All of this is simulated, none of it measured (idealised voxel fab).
You're looking at the process module voxel capacitor over wiring.
The figure presents cross-section cut, which has a width of 270 nm and is divided into square cells with an edge length of 5 nm.
Format of a cross-section: grid, square cells. Given as bands. Order: top down. Band: one or more rows of cells.
Band entry format. Leading values: height of top, height of bottom, nm. Remainder: materials in left-to-right order, each with its width in nm. Special words: "throughout" on a single material, which then fills the band edge to edge; "air", empty space.
Height is counted from the level 0, under which the received wafer is composed throughout of one material. The lowest of the bands is not closed at the bottom but continues downward, in the notation "0 nm and below".
Think of "30->40" as a width that walks from the first number to the second as you go down the band, top row to bottom row, taking equal-sized steps from row to row.
Where a step carries "no change occurred", the cross-section came out of it unchanged, cell for cell.
"Closed void table": empty spaces of 8 cells or more with no open way to the top, each given as width x height at distance, distance from the left edge, all in nm.
If you see something after the settings on a step's line, that's the simulator's own remark about that step.
The optional step-line setting "overlay nm" applies to steps with a mask and quantifies how far to the right of its planned location the mask lay, a negative value indicating leftward placement.

# List of planned process steps
1) RECEIVE: material Si
2) CONFORMAL_DEP: material SiO2, thk nm 15
3) CONFORMAL_DEP: material SiN, thk nm 5
4) DIRECTIONAL_DEP: material lowk, thk nm 20
5) DIRECTIONAL_DEP: material aC, thk nm 10
6) PATTERN: tone open, mask id METAL_1, material resist, width nm 20, pitch nm 75, thk nm 30, overlay nm 0
7) DIRECTIONAL_ETCH: etch materials aC, depth nm 10
8) STRIP: etch materials resist
9) DIRECTIONAL_ETCH: etch materials lowk, depth nm 20
10) DIRECTIONAL_ETCH: etch materials SiN, depth nm 5
11) STRIP: etch materials aC
12) CONFORMAL_DEP: material TiN, thk nm 5
13) FILL_DEP: material W, thk nm 10
14) CMP: height nm 40
15) EPI: material Ru, thk nm 5
16) FILL_DEP: material SiCN, thk nm 5
17) DIRECTIONAL_DEP: material lowk, thk nm 20
18) DIRECTIONAL_DEP: material aC, thk nm 15
19) PATTERN: tone open, mask id PLUG_1, material resist, width nm 15, thk nm 35, overlay nm 0
20) DIRECTIONAL_ETCH: etch materials aC, depth nm 15
21) STRIP: etch materials resist
22) DIRECTIONAL_ETCH: etch materials lowk, depth nm 20
23) DIRECTIONAL_ETCH: etch materials SiCN, depth nm 5
24) STRIP: etch materials aC
25) CONFORMAL_DEP: material TiN, thk nm 5
26) FILL_DEP: material W, thk nm 10
27) CMP: height nm 70
28) DIRECTIONAL_DEP: material TiN, thk nm 10
29) DIRECTIONAL_DEP: material SiN, thk nm 5
30) DIRECTIONAL_DEP: material TiN, thk nm 5
31) MASKED_ETCH: tone cover, mask id UPPER_PLATE, width nm 60, etch materials TiN, depth nm 5, overlay nm 0
32) MASKED_ETCH: tone cover, mask id UPPER_PLATE, width nm 60, etch materials SiN, depth nm 5, overlay nm 0
33) PATTERN: tone cover, mask id LOWER_PLATE, material resist, width nm 70, thk nm 15, overlay nm 0
34) DIRECTIONAL_ETCH: etch materials TiN, depth nm 10
35) STRIP: etch materials resist
36) FILL_DEP: material SiO2, thk nm 15
37) CMP: height nm 100
38) DIRECTIONAL_DEP: material aC, thk nm 10
39) PATTERN: tone open, mask id PLUG_2, material resist, width nm 15, thk nm 30, overlay nm 0
40) DIRECTIONAL_ETCH: etch materials aC, depth nm 10
41) STRIP: etch materials resist
42) DIRECTIONAL_ETCH: etch materials SiO2, depth nm 10
43) STRIP: etch materials aC
44) CONFORMAL_DEP: material TiN, thk nm 5
45) FILL_DEP: material Ru, thk nm 10
46) CMP: height nm 100
47) CONFORMAL_DEP: material SiN, thk nm 5

# as received, after step 1
> 0 nm and below: Si throughout
> Closed void table: none

# Run as planned - first of the two wafers cross-sectioned at the end of the module
> 105 nm to 100 nm: SiN throughout
> 100 nm to 95 nm: SiO2: 100; TiN: 5; Ru: 5; TiN: 5; SiO2: 155
> 95 nm to 85 nm: SiO2: 100->90; TiN: 15->60; SiO2: 155->120
> 85 nm to 80 nm: SiO2: 90; SiN: 60; SiO2: 120
> 80 nm to 70 nm: SiO2: 85; TiN: 70; SiO2: 115
> 70 nm to 50 nm: lowk: 90; TiN: 5; W: 5; TiN: 5; lowk: 165
> 50 nm to 45 nm: SiCN: 90; TiN: 15; SiCN: 165
> 45 nm to 40 nm: SiCN: 80; Ru: 30; SiCN: 45; Ru: 30; SiCN: 85
> 40 nm to 20 nm: lowk: 85; TiN: 5; W: 10; TiN: 5; lowk: 55; TiN: 5; W: 10; TiN: 5; lowk: 90
> 20 nm to 15 nm: SiN: 85; TiN: 20; SiN: 55; TiN: 20; SiN: 90
> 15 nm to 0 nm: SiO2 throughout
> 0 nm and below: Si throughout
> Closed void table: none

# Second wafer cross-section at end of module - shared start and plan with the first, one mistake in the run
> 105 nm to 100 nm: SiN throughout
> 100 nm to 95 nm: SiO2: 100; TiN: 5; Ru: 5; TiN: 5; SiO2: 155
> 95 nm to 85 nm: SiO2: 100->90; TiN: 15->60; SiO2: 155->120
> 85 nm to 80 nm: SiO2: 90; SiN: 60; SiO2: 120
> 80 nm to 70 nm: SiO2: 85; TiN: 70; SiO2: 115
> 70 nm to 50 nm: lowk: 90; TiN: 5; W: 5; TiN: 5; lowk: 165
> 50 nm to 45 nm: SiCN: 90; TiN: 15; SiCN: 165
> 45 nm to 40 nm: SiCN: 80; Ru: 30; SiCN: 45; Ru: 30; SiCN: 85
> 40 nm to 35 nm: lowk: 85; TiN: 5; W: 10; TiN: 5; lowk: 55; TiN: 5; W: 10; TiN: 5; lowk: 90
> 35 nm to 30 nm: SiN: 85; TiN: 20; SiN: 55; TiN: 20; SiN: 90
> 30 nm to 0 nm: SiO2 throughout
> 0 nm and below: Si throughout
> Closed void table: none
Processing error: in the plan, step 2 was performed twice
Looking at both finished wafers in cells, the second ends up ahead of or behind the first on some materials: 162 more of SiO2 | 12 fewer of TiN | 12 fewer of W | 138 fewer of lowk
